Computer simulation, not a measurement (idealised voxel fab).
process module | voxel capacitor over wiring
cross-section cut | 155 nm wide | cells 5 nm
A cross-section is a grid of square cells, given in bands from the top down. A band is one or more rows of cells.
Each band's line starts with the height of the band's top and of its bottom, in nm. Then come its materials from left to right, each with its width in nm. One material with "throughout" fills the band from edge to edge. "air" is empty space.
Height 0 is the level under which the wafer as received is all one material. The lowest band goes on downwards, as in "0 down".
A width such as "30 to 40" changes by the same amount from each row of cells to the next, from the band's top row to its bottom row.
"no change" after a step means that no cell of the cross-section changed.
closed voids: empty space of 8 cells or more with no open way to the top, each as width x height at its distance from the left edge, in nm
after a step's settings: what the simulator itself notes on the step
overlay nm, on a step with a mask: how far to the right of its planned place the mask lay; to the left if negative
plan
1 op RECEIVE | material Si
2 op CONFORMAL_DEP | material SiO2 | thk nm 15
3 op CONFORMAL_DEP | material SiCN | thk nm 5
4 op DIRECTIONAL_DEP | material lowk | thk nm 25
5 op DIRECTIONAL_DEP | material aC | thk nm 10
6 op PATTERN | tone open | mask id METAL_1 | material resist | width nm 20 | pitch nm 85 | thk nm 30 | overlay nm 0
7 op DIRECTIONAL_ETCH | etch materials aC | depth nm 10
8 op STRIP | etch materials resist
9 op DIRECTIONAL_ETCH | etch materials lowk | depth nm 25
10 op DIRECTIONAL_ETCH | etch materials SiCN | depth nm 5
11 op STRIP | etch materials aC
12 op CONFORMAL_DEP | material TiN | thk nm 5
13 op FILL_DEP | material Cu | thk nm 5
14 op CMP | height nm 45
15 op CONFORMAL_DEP | material SiCN | thk nm 5
16 op DIRECTIONAL_DEP | material lowk | thk nm 15
17 op DIRECTIONAL_DEP | material aC | thk nm 10
18 op PATTERN | tone open | mask id PLUG_1 | material resist | width nm 15 | thk nm 25 | overlay nm 0
19 op DIRECTIONAL_ETCH | etch materials aC | depth nm 10
20 op STRIP | etch materials resist
21 op DIRECTIONAL_ETCH | etch materials lowk | depth nm 15
22 op DIRECTIONAL_ETCH | etch materials SiCN | depth nm 5
23 op STRIP | etch materials aC
24 op EPI | material Ru | thk nm 10
25 op EPI | material Ru | thk nm 10
26 op DIRECTIONAL_DEP | material TiN | thk nm 5
27 op DIRECTIONAL_DEP | material HfO2 | thk nm 5
28 op DIRECTIONAL_DEP | material TiN | thk nm 10
29 op MASKED_ETCH | tone cover | mask id UPPER_PLATE | width nm 70 | etch materials TiN | depth nm 10 | overlay nm 0
30 op MASKED_ETCH | tone cover | mask id UPPER_PLATE | width nm 70 | etch materials HfO2 | depth nm 5 | overlay nm 0
31 op PATTERN | tone cover | mask id LOWER_PLATE | material resist | width nm 80 | thk nm 15 | overlay nm 0
32 op DIRECTIONAL_ETCH | etch materials TiN | depth nm 5
33 op STRIP | etch materials resist
34 op FILL_DEP | material SiO2 | thk nm 15
35 op CMP | height nm 95
36 op DIRECTIONAL_DEP | material aC | thk nm 10
37 op PATTERN | tone open | mask id PLUG_2 | material resist | width nm 15 | thk nm 30 | overlay nm 0
38 op DIRECTIONAL_ETCH | etch materials aC | depth nm 10
39 op STRIP | etch materials resist
40 op DIRECTIONAL_ETCH | etch materials SiO2 | depth nm 10
41 op STRIP | etch materials aC
42 op CONFORMAL_DEP | material TiN | thk nm 5
43 op FILL_DEP | material W | thk nm 10
44 op CMP | height nm 95
45 op CONFORMAL_DEP | material SiCN | thk nm 5
as received, after step 1
  0 down: Si throughout
  closed voids: none
first wafer at the end, as planned
  100 to 95: SiCN throughout
  95 to 90: SiO2 40 | TiN 5 | W 5 | TiN 5 | SiO2 100
  90 to 85: SiO2 40 | TiN 15 | SiO2 100
  85 to 75: SiO2 30 | TiN 70 | SiO2 55
  75 to 70: SiO2 30 | HfO2 70 | SiO2 55
  70 to 65: SiO2 25 | TiN 80 | SiO2 50
  65 to 50: lowk 30 | Ru 15 | lowk 110
  50 to 45: SiCN 30 | Ru 15 | SiCN 110
  45 to 20: lowk 25 | TiN 5 | Cu 10 | TiN 5 | lowk 65 | TiN 5 | Cu 10 | TiN 5 | lowk 25
  20 to 15: SiCN 25 | TiN 20 | SiCN 65 | TiN 20 | SiCN 25
  15 to 0: SiO2 throughout
  0 down: Si throughout
  closed voids: none
second wafer at the end: like start, like plan, one mistake
  100 to 95: SiCN throughout
  95 to 90: SiO2 40 | TiN 5 | W 5 | TiN 5 | SiO2 100
  90 to 85: SiO2 40 | TiN 15 | SiO2 100
  85 to 75: SiO2 45 | TiN 55 | SiO2 55
  75 to 70: SiO2 45 | HfO2 55 | SiO2 55
  70 to 65: SiO2 25 | TiN 5 | SiO2 15 | TiN 60 | SiO2 50
  65 to 55: lowk 30 | TiN 15 | lowk 110
  55 to 50: lowk 30 | HfO2 15 | lowk 110
  50 to 45: SiCN 30 | TiN 15 | SiCN 110
  45 to 20: Cu 20 | TiN 5 | lowk 20 | TiN 5 | Cu 55 | TiN 5 | lowk 20 | TiN 5 | Cu 20
  20 to 15: TiN 25 | SiCN 20 | TiN 65 | SiCN 20 | TiN 25
  15 to 0: SiO2 throughout
  0 down: Si throughout
  closed voids: none
what went wrong: step 6 ran as: op PATTERN | tone cover | mask id METAL_1 | material resist | width nm 20 | pitch nm 85 | thk nm 30 | overlay nm 0
at the end the second wafer has, in cells: 75 more of Cu | 12 fewer of Ru | 15 fewer of SiCN | 12 more of SiO2 | 15 more of TiN | 75 fewer of lowk
